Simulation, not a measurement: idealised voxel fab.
process module | voxel transistor to metal
cross-section cut | 180 nm wide | cells 5 nm
A cross-section is a grid of square cells, given in bands from the top down. A band is one or more rows of cells.
Each band's line starts with the height of the band's top and of its bottom, in nm. Then come its materials from left to right, each with its width in nm. One material with "throughout" fills the band from edge to edge. "air" is empty space.
Height 0 is the level under which the wafer as received is all one material. The lowest band goes on downwards, as in "0 down".
A width such as "30 to 40" changes by the same amount from each row of cells to the next, from the band's top row to its bottom row.
"no change" after a step means that no cell of the cross-section changed.
closed voids: empty space of 8 cells or more with no open way to the top, each as width x height at its distance from the left edge, in nm
after a step's settings: what the simulator itself notes on the step
overlay nm, on a step with a mask: how far to the right of its planned place the mask lay; to the left if negative
plan
1 op RECEIVE | material Si
2 op OXIDIZE | depth nm 5
3 op CONFORMAL_DEP | material SiN | thk nm 15
4 op PATTERN | tone cover | mask id ACTIVE | material resist | width nm 115 | thk nm 15 | overlay nm 0
5 op DIRECTIONAL_ETCH | etch materials SiN | depth nm 15
6 op DIRECTIONAL_ETCH | etch materials SiO2 | depth nm 5
7 op DIRECTIONAL_ETCH | etch materials Si | depth nm 25
8 op STRIP | etch materials resist
9 op OXIDIZE | depth nm 5
10 op FILL_DEP | material SiO2 | thk nm 15
11 op CMP | height nm 15
12 op SELECTIVE_ETCH | etch materials SiO2 | depth nm 10
13 op STRIP | etch materials SiN
14 op SELECTIVE_ETCH | etch materials SiO2 | depth nm 5
15 op OXIDIZE | depth nm 5
16 op DIRECTIONAL_DEP | material polySi | thk nm 30
17 op DIRECTIONAL_DEP | material SiCN | thk nm 10
18 op PATTERN | tone cover | mask id GATE | material resist | width nm 25 | thk nm 15 | overlay nm 0
19 op DIRECTIONAL_ETCH | etch materials SiCN | depth nm 20
20 op DIRECTIONAL_ETCH | etch materials polySi | depth nm 40
21 op STRIP | etch materials resist
22 op CONFORMAL_DEP | material SiN | thk nm 5
23 op DIRECTIONAL_ETCH | etch materials SiN | depth nm 5
24 op DIRECTIONAL_ETCH | etch materials SiO2 | depth nm 5
25 op DIRECTIONAL_ETCH | etch materials Si | depth nm 10
26 op EPI | material nSi | thk nm 10
27 op FILL_DEP | material SiO2 | thk nm 10
28 op CMP | height nm 25
29 op STRIP | etch materials polySi
30 op SELECTIVE_ETCH | etch materials SiO2 | depth nm 5
31 op CONFORMAL_DEP | material HfO2 | thk nm 5
32 op CONFORMAL_DEP | material TiN | thk nm 5
33 op FILL_DEP | material W | thk nm 5
34 op CMP | height nm 20
35 op DIRECTIONAL_DEP | material SiO2 | thk nm 15
36 op DIRECTIONAL_DEP | material aC | thk nm 15
37 op PATTERN | tone open | mask id CONTACT | material resist | width nm 20 | pitch nm 85 | thk nm 30 | overlay nm 0
38 op DIRECTIONAL_ETCH | etch materials aC | depth nm 15
39 op STRIP | etch materials resist
40 op DIRECTIONAL_ETCH | etch materials SiO2 | depth nm 45
41 op STRIP | etch materials aC
42 op CONFORMAL_DEP | material TiN | thk nm 5
43 op FILL_DEP | material Ru | thk nm 5
44 op CMP | height nm 35
45 op CONFORMAL_DEP | material SiCN | thk nm 5
46 op DIRECTIONAL_DEP | material lowk | thk nm 20
47 op DIRECTIONAL_DEP | material aC | thk nm 15
48 op PATTERN | tone open | mask id METAL_1 | material resist | width nm 20 | pitch nm 85 | thk nm 35 | overlay nm 0
49 op DIRECTIONAL_ETCH | etch materials aC | depth nm 15
50 op STRIP | etch materials resist
51 op DIRECTIONAL_ETCH | etch materials lowk | depth nm 20
52 op DIRECTIONAL_ETCH | etch materials SiCN | depth nm 5
53 op STRIP | etch materials aC
54 op CONFORMAL_DEP | material TiN | thk nm 5
55 op FILL_DEP | material Ru | thk nm 10
56 op CMP | height nm 60
57 op CONFORMAL_DEP | material SiCN | thk nm 5
58 op DIRECTIONAL_DEP | material SiO2 | thk nm 30
59 op MASKED_ETCH | tone open | mask id METAL_2_HOLES | width nm 15 | pitch nm 85 | etch materials SiO2 | depth nm 30 | overlay nm 0
60 op DIRECTIONAL_DEP | material aC | thk nm 10
61 op PATTERN | tone open | mask id METAL_2 | material resist | width nm 20 | pitch nm 85 | thk nm 30 | overlay nm 0
62 op DIRECTIONAL_ETCH | etch materials aC | depth nm 10
63 op STRIP | etch materials resist
64 op DIRECTIONAL_ETCH | etch materials SiO2 | depth nm 15
65 op DIRECTIONAL_ETCH | etch materials SiCN | depth nm 5
66 op STRIP | etch materials aC
67 op CONFORMAL_DEP | material TiN | thk nm 5
68 op FILL_DEP | material Cu | thk nm 10
69 op CMP | height nm 95
70 op CONFORMAL_DEP | material SiCN | thk nm 5
first wafer, as planned
as received, after step 1
  0 down: Si throughout
  closed voids: none
after step 2
  0 to -5: SiO2 throughout
  below -5: unchanged
after step 3
  15 to 0: SiN throughout
  below 0: unchanged
after step 4
  30 to 15: air 30 | resist 115 | air 35
  below 15: unchanged
after step 5
  30 to 15: air 30 | resist 115 | air 35
  15 to 0: air 30 | SiN 115 | air 35
  below 0: unchanged
after step 6
  30 to 15: air 30 | resist 115 | air 35
  15 to 0: air 30 | SiN 115 | air 35
  0 to -5: air 30 | SiO2 115 | air 35
  below -5: unchanged
after step 7
  30 to 15: air 30 | resist 115 | air 35
  15 to 0: air 30 | SiN 115 | air 35
  0 to -5: air 30 | SiO2 115 | air 35
  -5 to -30: air 30 | Si 115 | air 35
  below -30: unchanged
after step 8
  15 to 0: air 30 | SiN 115 | air 35
  below 0: unchanged
after step 9
  15 to 0: air 30 | SiN 115 | air 35
  0 to -5: air 30 | SiO2 115 | air 35
  -5 to -30: air 30 | SiO2 5 | Si 105 | SiO2 5 | air 35
  -30 to -35: SiO2 35 | Si 105 | SiO2 40
  below -35: unchanged
after step 10
  30 to 15: SiO2 throughout
  15 to 0: SiO2 30 | SiN 115 | SiO2 35
  0 to -5: SiO2 throughout
  -5 to -35: SiO2 35 | Si 105 | SiO2 40
  below -35: unchanged
after step 11
  15 to 0: SiO2 30 | SiN 115 | SiO2 35
  below 0: unchanged
after step 12
  15 to 5: air 30 | SiN 115 | air 35
  below 5: unchanged
after step 13
  5 to 0: SiO2 30 | air 115 | SiO2 35
  below 0: unchanged
after step 14
  0 to -5: SiO2 25 | air 125 | SiO2 30
  below -5: unchanged
after step 15
  0 to -5: SiO2 25 | air 125 | SiO2 30
  -5 to -10: SiO2 throughout
  below -10: unchanged
after step 16
  30 to 25: polySi 25 | air 125 | polySi 30
  25 to 0: polySi throughout
  0 to -5: SiO2 25 | polySi 125 | SiO2 30
  below -5: unchanged
after step 17
  40 to 35: SiCN 25 | air 125 | SiCN 30
  35 to 30: SiCN throughout
  30 to 25: polySi 25 | SiCN 125 | polySi 30
  below 25: unchanged
after step 18
  55 to 40: air 75 | resist 25 | air 80
  40 to 35: SiCN 25 | air 50 | resist 25 | air 50 | SiCN 30
  below 35: unchanged
after step 19
  55 to 35: air 75 | resist 25 | air 80
  35 to 30: air 75 | SiCN 25 | air 80
  30 to 25: polySi 25 | air 50 | SiCN 25 | air 50 | polySi 30
  below 25: unchanged
after step 20
  55 to 35: air 75 | resist 25 | air 80
  35 to 25: air 75 | SiCN 25 | air 80
  25 to 0: air 75 | polySi 25 | air 80
  0 to -5: SiO2 25 | air 50 | polySi 25 | air 50 | SiO2 30
  below -5: unchanged
after step 21
  35 to 25: air 75 | SiCN 25 | air 80
  below 25: unchanged
after step 22
  40 to 35: air 70 | SiN 35 | air 75
  35 to 25: air 70 | SiN 5 | SiCN 25 | SiN 5 | air 75
  25 to 5: air 70 | SiN 5 | polySi 25 | SiN 5 | air 75
  5 to 0: SiN 30 | air 40 | SiN 5 | polySi 25 | SiN 5 | air 40 | SiN 35
  0 to -5: SiO2 25 | SiN 50 | polySi 25 | SiN 50 | SiO2 30
  below -5: unchanged
after step 23
  35 to 25: air 70 | SiN 5 | SiCN 25 | SiN 5 | air 75
  25 to 0: air 70 | SiN 5 | polySi 25 | SiN 5 | air 75
  0 to -5: SiO2 25 | SiN 5 | air 40 | SiN 5 | polySi 25 | SiN 5 | air 40 | SiN 5 | SiO2 30
  below -5: unchanged
after step 24
  35 to 25: air 70 | SiN 5 | SiCN 25 | SiN 5 | air 75
  25 to 0: air 70 | SiN 5 | polySi 25 | SiN 5 | air 75
  0 to -5: air 25 | SiN 5 | air 40 | SiN 5 | polySi 25 | SiN 5 | air 40 | SiN 5 | air 30
  -5 to -10: SiO2 30 | air 40 | SiO2 35 | air 40 | SiO2 35
  below -10: unchanged
after step 25
  35 to 25: air 70 | SiN 5 | SiCN 25 | SiN 5 | air 75
  25 to 0: air 70 | SiN 5 | polySi 25 | SiN 5 | air 75
  0 to -5: air 25 | SiN 5 | air 40 | SiN 5 | polySi 25 | SiN 5 | air 40 | SiN 5 | air 30
  -5 to -10: SiO2 30 | air 40 | SiO2 35 | air 40 | SiO2 35
  -10 to -20: SiO2 35 | air 35 | Si 35 | air 35 | SiO2 40
  below -20: unchanged
after step 26
  35 to 25: air 70 | SiN 5 | SiCN 25 | SiN 5 | air 75
  25 to 0: air 70 | SiN 5 | polySi 25 | SiN 5 | air 75
  0 to -5: air 25 | SiN 5 | air 30 | nSi 10 | SiN 5 | polySi 25 | SiN 5 | nSi 10 | air 30 | SiN 5 | air 30
  -5 to -10: SiO2 30 | air 30 | nSi 10 | SiO2 35 | nSi 10 | air 30 | SiO2 35
  -10 to -20: SiO2 35 | nSi 35 | Si 35 | nSi 35 | SiO2 40
  below -20: unchanged
after step 27
  45 to 35: SiO2 throughout
  35 to 25: SiO2 70 | SiN 5 | SiCN 25 | SiN 5 | SiO2 75
  25 to 0: SiO2 70 | SiN 5 | polySi 25 | SiN 5 | SiO2 75
  0 to -5: SiO2 25 | SiN 5 | SiO2 30 | nSi 10 | SiN 5 | polySi 25 | SiN 5 | nSi 10 | SiO2 30 | SiN 5 | SiO2 30
  -5 to -10: SiO2 60 | nSi 10 | SiO2 35 | nSi 10 | SiO2 65
  below -10: unchanged
after step 28
  25 to 0: SiO2 70 | SiN 5 | polySi 25 | SiN 5 | SiO2 75
  below 0: unchanged
after step 29
  25 to 0: SiO2 70 | SiN 5 | air 25 | SiN 5 | SiO2 75
  0 to -5: SiO2 25 | SiN 5 | SiO2 30 | nSi 10 | SiN 5 | air 25 | SiN 5 | nSi 10 | SiO2 30 | SiN 5 | SiO2 30
  below -5: unchanged
after step 30
  25 to 20: air 70 | SiN 5 | air 25 | SiN 5 | air 75
  20 to 0: SiO2 70 | SiN 5 | air 25 | SiN 5 | SiO2 75
  0 to -5: SiO2 25 | SiN 5 | SiO2 30 | nSi 10 | SiN 5 | air 25 | SiN 5 | nSi 10 | SiO2 30 | SiN 5 | SiO2 30
  -5 to -10: SiO2 60 | nSi 10 | air 35 | nSi 10 | SiO2 65
  below -10: unchanged
after step 31
  30 to 25: air 65 | HfO2 15 | air 15 | HfO2 15 | air 70
  25 to 20: HfO2 70 | SiN 5 | HfO2 5 | air 15 | HfO2 5 | SiN 5 | HfO2 75
  20 to 0: SiO2 70 | SiN 5 | HfO2 5 | air 15 | HfO2 5 | SiN 5 | SiO2 75
  0 to -5: SiO2 25 | SiN 5 | SiO2 30 | nSi 10 | SiN 5 | HfO2 5 | air 15 | HfO2 5 | SiN 5 | nSi 10 | SiO2 30 | SiN 5 | SiO2 30
  -5 to -10: SiO2 60 | nSi 10 | HfO2 35 | nSi 10 | SiO2 65
  below -10: unchanged
after step 32
  35 to 30: air 60 | TiN 25 | air 5 | TiN 25 | air 65
  30 to 25: TiN 65 | HfO2 15 | TiN 5 | air 5 | TiN 5 | HfO2 15 | TiN 70
  25 to 20: HfO2 70 | SiN 5 | HfO2 5 | TiN 5 | air 5 | TiN 5 | HfO2 5 | SiN 5 | HfO2 75
  20 to 0: SiO2 70 | SiN 5 | HfO2 5 | TiN 5 | air 5 | TiN 5 | HfO2 5 | SiN 5 | SiO2 75
  0 to -5: SiO2 25 | SiN 5 | SiO2 30 | nSi 10 | SiN 5 | HfO2 5 | TiN 15 | HfO2 5 | SiN 5 | nSi 10 | SiO2 30 | SiN 5 | SiO2 30
  below -5: unchanged
after step 33
  40 to 35: W throughout
  35 to 30: W 60 | TiN 25 | W 5 | TiN 25 | W 65
  30 to 25: TiN 65 | HfO2 15 | TiN 5 | W 5 | TiN 5 | HfO2 15 | TiN 70
  25 to 20: HfO2 70 | SiN 5 | HfO2 5 | TiN 5 | W 5 | TiN 5 | HfO2 5 | SiN 5 | HfO2 75
  20 to 0: SiO2 70 | SiN 5 | HfO2 5 | TiN 5 | W 5 | TiN 5 | HfO2 5 | SiN 5 | SiO2 75
  below 0: unchanged
after step 34
  20 to 0: SiO2 70 | SiN 5 | HfO2 5 | TiN 5 | W 5 | TiN 5 | HfO2 5 | SiN 5 | SiO2 75
  below 0: unchanged
after step 35
  35 to 20: SiO2 throughout
  below 20: unchanged
after step 36
  50 to 35: aC throughout
  below 35: unchanged
after step 37
  80 to 50: resist 35 | air 20 | resist 65 | air 20 | resist 40
  below 50: unchanged
after step 38
  65 to 50: resist 35 | air 20 | resist 65 | air 20 | resist 40
  50 to 35: aC 35 | air 20 | aC 65 | air 20 | aC 40
  below 35: unchanged
after step 39
  50 to 35: aC 35 | air 20 | aC 65 | air 20 | aC 40
  below 35: unchanged
after step 40
  50 to 35: aC 35 | air 20 | aC 65 | air 20 | aC 40
  35 to 20: SiO2 35 | air 20 | SiO2 65 | air 20 | SiO2 40
  20 to 0: SiO2 35 | air 20 | SiO2 15 | SiN 5 | HfO2 5 | TiN 5 | W 5 | TiN 5 | HfO2 5 | SiN 5 | SiO2 15 | air 20 | SiO2 40
  0 to -5: SiO2 25 | SiN 5 | SiO2 5 | air 20 | SiO2 5 | nSi 10 | SiN 5 | HfO2 5 | TiN 15 | HfO2 5 | SiN 5 | nSi 10 | SiO2 5 | air 20 | SiO2 5 | SiN 5 | SiO2 30
  -5 to -10: SiO2 35 | air 20 | SiO2 5 | nSi 10 | HfO2 35 | nSi 10 | SiO2 5 | air 20 | SiO2 40
  below -10: unchanged
after step 41
  35 to 20: SiO2 35 | air 20 | SiO2 65 | air 20 | SiO2 40
  below 20: unchanged
after step 42
  40 to 35: TiN 40 | air 10 | TiN 75 | air 10 | TiN 45
  35 to 20: SiO2 35 | TiN 5 | air 10 | TiN 5 | SiO2 65 | TiN 5 | air 10 | TiN 5 | SiO2 40
  20 to 0: SiO2 35 | TiN 5 | air 10 | TiN 5 | SiO2 15 | SiN 5 | HfO2 5 | TiN 5 | W 5 | TiN 5 | HfO2 5 | SiN 5 | SiO2 15 | TiN 5 | air 10 | TiN 5 | SiO2 40
  0 to -5: SiO2 25 | SiN 5 | SiO2 5 | TiN 5 | air 10 | TiN 5 | SiO2 5 | nSi 10 | SiN 5 | HfO2 5 | TiN 15 | HfO2 5 | SiN 5 | nSi 10 | SiO2 5 | TiN 5 | air 10 | TiN 5 | SiO2 5 | SiN 5 | SiO2 30
  -5 to -10: SiO2 35 | TiN 20 | SiO2 5 | nSi 10 | HfO2 35 | nSi 10 | SiO2 5 | TiN 20 | SiO2 40
  below -10: unchanged
after step 43
  45 to 40: Ru throughout
  40 to 35: TiN 40 | Ru 10 | TiN 75 | Ru 10 | TiN 45
  35 to 20: SiO2 35 | TiN 5 | Ru 10 | TiN 5 | SiO2 65 | TiN 5 | Ru 10 | TiN 5 | SiO2 40
  20 to 0: SiO2 35 | TiN 5 | Ru 10 | TiN 5 | SiO2 15 | SiN 5 | HfO2 5 | TiN 5 | W 5 | TiN 5 | HfO2 5 | SiN 5 | SiO2 15 | TiN 5 | Ru 10 | TiN 5 | SiO2 40
  0 to -5: SiO2 25 | SiN 5 | SiO2 5 | TiN 5 | Ru 10 | TiN 5 | SiO2 5 | nSi 10 | SiN 5 | HfO2 5 | TiN 15 | HfO2 5 | SiN 5 | nSi 10 | SiO2 5 | TiN 5 | Ru 10 | TiN 5 | SiO2 5 | SiN 5 | SiO2 30
  below -5: unchanged
after step 44
  35 to 20: SiO2 35 | TiN 5 | Ru 10 | TiN 5 | SiO2 65 | TiN 5 | Ru 10 | TiN 5 | SiO2 40
  below 20: unchanged
after step 45
  40 to 35: SiCN throughout
  below 35: unchanged
after step 46
  60 to 40: lowk throughout
  below 40: unchanged
after step 47
  75 to 60: aC throughout
  below 60: unchanged
after step 48
  110 to 75: resist 35 | air 20 | resist 65 | air 20 | resist 40
  below 75: unchanged
after step 49
  95 to 75: resist 35 | air 20 | resist 65 | air 20 | resist 40
  75 to 60: aC 35 | air 20 | aC 65 | air 20 | aC 40
  below 60: unchanged
after step 50
  75 to 60: aC 35 | air 20 | aC 65 | air 20 | aC 40
  below 60: unchanged
after step 51
  75 to 60: aC 35 | air 20 | aC 65 | air 20 | aC 40
  60 to 40: lowk 35 | air 20 | lowk 65 | air 20 | lowk 40
  below 40: unchanged
after step 52
  75 to 60: aC 35 | air 20 | aC 65 | air 20 | aC 40
  60 to 40: lowk 35 | air 20 | lowk 65 | air 20 | lowk 40
  40 to 35: SiCN 35 | air 20 | SiCN 65 | air 20 | SiCN 40
  below 35: unchanged
after step 53
  60 to 40: lowk 35 | air 20 | lowk 65 | air 20 | lowk 40
  below 40: unchanged
after step 54
  65 to 60: TiN 40 | air 10 | TiN 75 | air 10 | TiN 45
  60 to 40: lowk 35 | TiN 5 | air 10 | TiN 5 | lowk 65 | TiN 5 | air 10 | TiN 5 | lowk 40
  40 to 35: SiCN 35 | TiN 20 | SiCN 65 | TiN 20 | SiCN 40
  below 35: unchanged
after step 55
  75 to 65: Ru throughout
  65 to 60: TiN 40 | Ru 10 | TiN 75 | Ru 10 | TiN 45
  60 to 40: lowk 35 | TiN 5 | Ru 10 | TiN 5 | lowk 65 | TiN 5 | Ru 10 | TiN 5 | lowk 40
  below 40: unchanged
after step 56
  60 to 40: lowk 35 | TiN 5 | Ru 10 | TiN 5 | lowk 65 | TiN 5 | Ru 10 | TiN 5 | lowk 40
  below 40: unchanged
after step 57
  65 to 60: SiCN throughout
  below 60: unchanged
after step 58
  95 to 65: SiO2 throughout
  below 65: unchanged
after step 59
  95 to 65: SiO2 35 | air 15 | SiO2 70 | air 15 | SiO2 45
  below 65: unchanged
after step 60
  105 to 95: aC 35 | air 15 | aC 70 | air 15 | aC 45
  95 to 75: SiO2 35 | air 15 | SiO2 70 | air 15 | SiO2 45
  75 to 65: SiO2 35 | aC 15 | SiO2 70 | aC 15 | SiO2 45
  below 65: unchanged
after step 61
  135 to 105: resist 35 | air 20 | resist 65 | air 20 | resist 40
  below 105: unchanged
after step 62
  125 to 105: resist 35 | air 20 | resist 65 | air 20 | resist 40
  105 to 95: aC 35 | air 20 | aC 65 | air 20 | aC 40
  95 to 65: SiO2 35 | air 15 | SiO2 70 | air 15 | SiO2 45
  below 65: unchanged
after step 63
  105 to 95: aC 35 | air 20 | aC 65 | air 20 | aC 40
  below 95: unchanged
after step 64
  105 to 95: aC 35 | air 20 | aC 65 | air 20 | aC 40
  95 to 80: SiO2 35 | air 20 | SiO2 65 | air 20 | SiO2 40
  below 80: unchanged
after step 65
  105 to 95: aC 35 | air 20 | aC 65 | air 20 | aC 40
  95 to 80: SiO2 35 | air 20 | SiO2 65 | air 20 | SiO2 40
  80 to 65: SiO2 35 | air 15 | SiO2 70 | air 15 | SiO2 45
  65 to 60: SiCN 35 | air 15 | SiCN 70 | air 15 | SiCN 45
  below 60: unchanged
after step 66
  95 to 80: SiO2 35 | air 20 | SiO2 65 | air 20 | SiO2 40
  below 80: unchanged
after step 67
  100 to 95: TiN 40 | air 10 | TiN 75 | air 10 | TiN 45
  95 to 85: SiO2 35 | TiN 5 | air 10 | TiN 5 | SiO2 65 | TiN 5 | air 10 | TiN 5 | SiO2 40
  85 to 80: SiO2 35 | TiN 5 | air 5 | TiN 10 | SiO2 65 | TiN 5 | air 5 | TiN 10 | SiO2 40
  80 to 65: SiO2 35 | TiN 5 | air 5 | TiN 5 | SiO2 70 | TiN 5 | air 5 | TiN 5 | SiO2 45
  65 to 60: SiCN 35 | TiN 15 | SiCN 70 | TiN 15 | SiCN 45
  below 60: unchanged
after step 68
  110 to 100: Cu throughout
  100 to 95: TiN 40 | Cu 10 | TiN 75 | Cu 10 | TiN 45
  95 to 85: SiO2 35 | TiN 5 | Cu 10 | TiN 5 | SiO2 65 | TiN 5 | Cu 10 | TiN 5 | SiO2 40
  85 to 80: SiO2 35 | TiN 5 | Cu 5 | TiN 10 | SiO2 65 | TiN 5 | Cu 5 | TiN 10 | SiO2 40
  80 to 65: SiO2 35 | TiN 5 | Cu 5 | TiN 5 | SiO2 70 | TiN 5 | Cu 5 | TiN 5 | SiO2 45
  below 65: unchanged
after step 69
  95 to 85: SiO2 35 | TiN 5 | Cu 10 | TiN 5 | SiO2 65 | TiN 5 | Cu 10 | TiN 5 | SiO2 40
  below 85: unchanged
after step 70
  100 to 95: SiCN throughout
  below 95: unchanged
second wafer: like start, like plan, one mistake. Through step 15 it matches the first wafer
when step 16 should have ended
  30 to 25: SiO2 25 | air 125 | SiO2 30
  25 to -10: SiO2 throughout
  below -10: unchanged
when step 17 should have ended
  40 to 35: SiCN 25 | air 125 | SiCN 30
  35 to 30: SiCN throughout
  30 to 25: SiO2 25 | SiCN 125 | SiO2 30
  below 25: unchanged
when step 18 should have ended
  55 to 40: air 75 | resist 25 | air 80
  40 to 35: SiCN 25 | air 50 | resist 25 | air 50 | SiCN 30
  below 35: unchanged
when step 19 should have ended
  55 to 35: air 75 | resist 25 | air 80
  35 to 30: air 75 | SiCN 25 | air 80
  30 to 25: SiO2 25 | air 50 | SiCN 25 | air 50 | SiO2 30
  below 25: unchanged
when step 20 should have ended: no change
when step 21 should have ended
  35 to 30: air 75 | SiCN 25 | air 80
  below 30: unchanged
when step 22 should have ended
  40 to 35: air 70 | SiN 35 | air 75
  35 to 30: SiN 30 | air 40 | SiN 5 | SiCN 25 | SiN 5 | air 40 | SiN 35
  30 to 25: SiO2 25 | SiN 50 | SiCN 25 | SiN 50 | SiO2 30
  below 25: unchanged
when step 23 should have ended
  35 to 30: air 70 | SiN 5 | SiCN 25 | SiN 5 | air 75
  30 to 25: SiO2 25 | SiN 5 | air 40 | SiN 5 | SiCN 25 | SiN 5 | air 40 | SiN 5 | SiO2 30
  below 25: unchanged
when step 24 should have ended
  35 to 30: air 70 | SiN 5 | SiCN 25 | SiN 5 | air 75
  30 to 25: air 25 | SiN 5 | air 40 | SiN 5 | SiCN 25 | SiN 5 | air 40 | SiN 5 | air 30
  25 to 20: SiO2 30 | air 40 | SiO2 35 | air 40 | SiO2 35
  below 20: unchanged
when step 25 should have ended: no change
when step 26 should have ended: no change
when step 27 should have ended
  45 to 35: SiO2 throughout
  35 to 30: SiO2 70 | SiN 5 | SiCN 25 | SiN 5 | SiO2 75
  30 to 25: SiO2 25 | SiN 5 | SiO2 40 | SiN 5 | SiCN 25 | SiN 5 | SiO2 40 | SiN 5 | SiO2 30
  25 to -10: SiO2 throughout
  below -10: unchanged
when step 28 should have ended
  25 to -10: SiO2 throughout
  below -10: unchanged
when step 29 should have ended: no change
when step 30 should have ended
  20 to -10: SiO2 throughout
  below -10: unchanged
when step 31 should have ended
  25 to 20: HfO2 throughout
  below 20: unchanged
when step 32 should have ended
  30 to 25: TiN throughout
  below 25: unchanged
when step 33 should have ended
  35 to 30: W throughout
  below 30: unchanged
when step 34 should have ended
  20 to -10: SiO2 throughout
  below -10: unchanged
when step 35 should have ended
  35 to -10: SiO2 throughout
  below -10: unchanged
when step 36 should have ended
  50 to 35: aC throughout
  below 35: unchanged
when step 37 should have ended
  80 to 50: resist 35 | air 20 | resist 65 | air 20 | resist 40
  below 50: unchanged
when step 38 should have ended
  65 to 50: resist 35 | air 20 | resist 65 | air 20 | resist 40
  50 to 35: aC 35 | air 20 | aC 65 | air 20 | aC 40
  below 35: unchanged
when step 39 should have ended
  50 to 35: aC 35 | air 20 | aC 65 | air 20 | aC 40
  below 35: unchanged
when step 40 should have ended
  50 to 35: aC 35 | air 20 | aC 65 | air 20 | aC 40
  35 to -10: SiO2 35 | air 20 | SiO2 65 | air 20 | SiO2 40
  below -10: unchanged
when step 41 should have ended
  35 to -10: SiO2 35 | air 20 | SiO2 65 | air 20 | SiO2 40
  below -10: unchanged
when step 42 should have ended
  40 to 35: TiN 40 | air 10 | TiN 75 | air 10 | TiN 45
  35 to -5: SiO2 35 | TiN 5 | air 10 | TiN 5 | SiO2 65 | TiN 5 | air 10 | TiN 5 | SiO2 40
  -5 to -10: SiO2 35 | TiN 20 | SiO2 65 | TiN 20 | SiO2 40
  below -10: unchanged
when step 43 should have ended
  45 to 40: Ru throughout
  40 to 35: TiN 40 | Ru 10 | TiN 75 | Ru 10 | TiN 45
  35 to -5: SiO2 35 | TiN 5 | Ru 10 | TiN 5 | SiO2 65 | TiN 5 | Ru 10 | TiN 5 | SiO2 40
  below -5: unchanged
when step 44 should have ended
  35 to -5: SiO2 35 | TiN 5 | Ru 10 | TiN 5 | SiO2 65 | TiN 5 | Ru 10 | TiN 5 | SiO2 40
  below -5: unchanged
when step 45 should have ended
  40 to 35: SiCN throughout
  below 35: unchanged
when step 46 should have ended
  60 to 40: lowk throughout
  below 40: unchanged
when step 47 should have ended
  75 to 60: aC throughout
  below 60: unchanged
when step 48 should have ended
  110 to 75: resist 35 | air 20 | resist 65 | air 20 | resist 40
  below 75: unchanged
when step 49 should have ended
  95 to 75: resist 35 | air 20 | resist 65 | air 20 | resist 40
  75 to 60: aC 35 | air 20 | aC 65 | air 20 | aC 40
  below 60: unchanged
when step 50 should have ended
  75 to 60: aC 35 | air 20 | aC 65 | air 20 | aC 40
  below 60: unchanged
when step 51 should have ended
  75 to 60: aC 35 | air 20 | aC 65 | air 20 | aC 40
  60 to 40: lowk 35 | air 20 | lowk 65 | air 20 | lowk 40
  below 40: unchanged
when step 52 should have ended
  75 to 60: aC 35 | air 20 | aC 65 | air 20 | aC 40
  60 to 40: lowk 35 | air 20 | lowk 65 | air 20 | lowk 40
  40 to 35: SiCN 35 | air 20 | SiCN 65 | air 20 | SiCN 40
  below 35: unchanged
when step 53 should have ended
  60 to 40: lowk 35 | air 20 | lowk 65 | air 20 | lowk 40
  below 40: unchanged
when step 54 should have ended
  65 to 60: TiN 40 | air 10 | TiN 75 | air 10 | TiN 45
  60 to 40: lowk 35 | TiN 5 | air 10 | TiN 5 | lowk 65 | TiN 5 | air 10 | TiN 5 | lowk 40
  40 to 35: SiCN 35 | TiN 20 | SiCN 65 | TiN 20 | SiCN 40
  below 35: unchanged
when step 55 should have ended
  75 to 65: Ru throughout
  65 to 60: TiN 40 | Ru 10 | TiN 75 | Ru 10 | TiN 45
  60 to 40: lowk 35 | TiN 5 | Ru 10 | TiN 5 | lowk 65 | TiN 5 | Ru 10 | TiN 5 | lowk 40
  below 40: unchanged
when step 56 should have ended
  60 to 40: lowk 35 | TiN 5 | Ru 10 | TiN 5 | lowk 65 | TiN 5 | Ru 10 | TiN 5 | lowk 40
  below 40: unchanged
when step 57 should have ended
  65 to 60: SiCN throughout
  below 60: unchanged
when step 58 should have ended
  95 to 65: SiO2 throughout
  below 65: unchanged
when step 59 should have ended
  95 to 65: SiO2 35 | air 15 | SiO2 70 | air 15 | SiO2 45
  below 65: unchanged
when step 60 should have ended
  105 to 95: aC 35 | air 15 | aC 70 | air 15 | aC 45
  95 to 75: SiO2 35 | air 15 | SiO2 70 | air 15 | SiO2 45
  75 to 65: SiO2 35 | aC 15 | SiO2 70 | aC 15 | SiO2 45
  below 65: unchanged
when step 61 should have ended
  135 to 105: resist 35 | air 20 | resist 65 | air 20 | resist 40
  below 105: unchanged
when step 62 should have ended
  125 to 105: resist 35 | air 20 | resist 65 | air 20 | resist 40
  105 to 95: aC 35 | air 20 | aC 65 | air 20 | aC 40
  95 to 65: SiO2 35 | air 15 | SiO2 70 | air 15 | SiO2 45
  below 65: unchanged
when step 63 should have ended
  105 to 95: aC 35 | air 20 | aC 65 | air 20 | aC 40
  below 95: unchanged
when step 64 should have ended
  105 to 95: aC 35 | air 20 | aC 65 | air 20 | aC 40
  95 to 80: SiO2 35 | air 20 | SiO2 65 | air 20 | SiO2 40
  below 80: unchanged
when step 65 should have ended
  105 to 95: aC 35 | air 20 | aC 65 | air 20 | aC 40
  95 to 80: SiO2 35 | air 20 | SiO2 65 | air 20 | SiO2 40
  80 to 65: SiO2 35 | air 15 | SiO2 70 | air 15 | SiO2 45
  65 to 60: SiCN 35 | air 15 | SiCN 70 | air 15 | SiCN 45
  below 60: unchanged
when step 66 should have ended
  95 to 80: SiO2 35 | air 20 | SiO2 65 | air 20 | SiO2 40
  below 80: unchanged
when step 67 should have ended
  100 to 95: TiN 40 | air 10 | TiN 75 | air 10 | TiN 45
  95 to 85: SiO2 35 | TiN 5 | air 10 | TiN 5 | SiO2 65 | TiN 5 | air 10 | TiN 5 | SiO2 40
  85 to 80: SiO2 35 | TiN 5 | air 5 | TiN 10 | SiO2 65 | TiN 5 | air 5 | TiN 10 | SiO2 40
  80 to 65: SiO2 35 | TiN 5 | air 5 | TiN 5 | SiO2 70 | TiN 5 | air 5 | TiN 5 | SiO2 45
  65 to 60: SiCN 35 | TiN 15 | SiCN 70 | TiN 15 | SiCN 45
  below 60: unchanged
when step 68 should have ended
  110 to 100: Cu throughout
  100 to 95: TiN 40 | Cu 10 | TiN 75 | Cu 10 | TiN 45
  95 to 85: SiO2 35 | TiN 5 | Cu 10 | TiN 5 | SiO2 65 | TiN 5 | Cu 10 | TiN 5 | SiO2 40
  85 to 80: SiO2 35 | TiN 5 | Cu 5 | TiN 10 | SiO2 65 | TiN 5 | Cu 5 | TiN 10 | SiO2 40
  80 to 65: SiO2 35 | TiN 5 | Cu 5 | TiN 5 | SiO2 70 | TiN 5 | Cu 5 | TiN 5 | SiO2 45
  below 65: unchanged
when step 69 should have ended
  95 to 85: SiO2 35 | TiN 5 | Cu 10 | TiN 5 | SiO2 65 | TiN 5 | Cu 10 | TiN 5 | SiO2 40
  below 85: unchanged
when step 70 should have ended
  100 to 95: SiCN throughout
  below 95: unchanged
what went wrong: step 16 ran as: op DIRECTIONAL_DEP | material SiO2 | thk nm 30
at the end the second wafer has, in cells: 17 fewer of HfO2 | 28 more of Si | 12 fewer of SiN | 52 more of SiO2 | 11 fewer of TiN | 4 fewer of W | 36 fewer of nSi
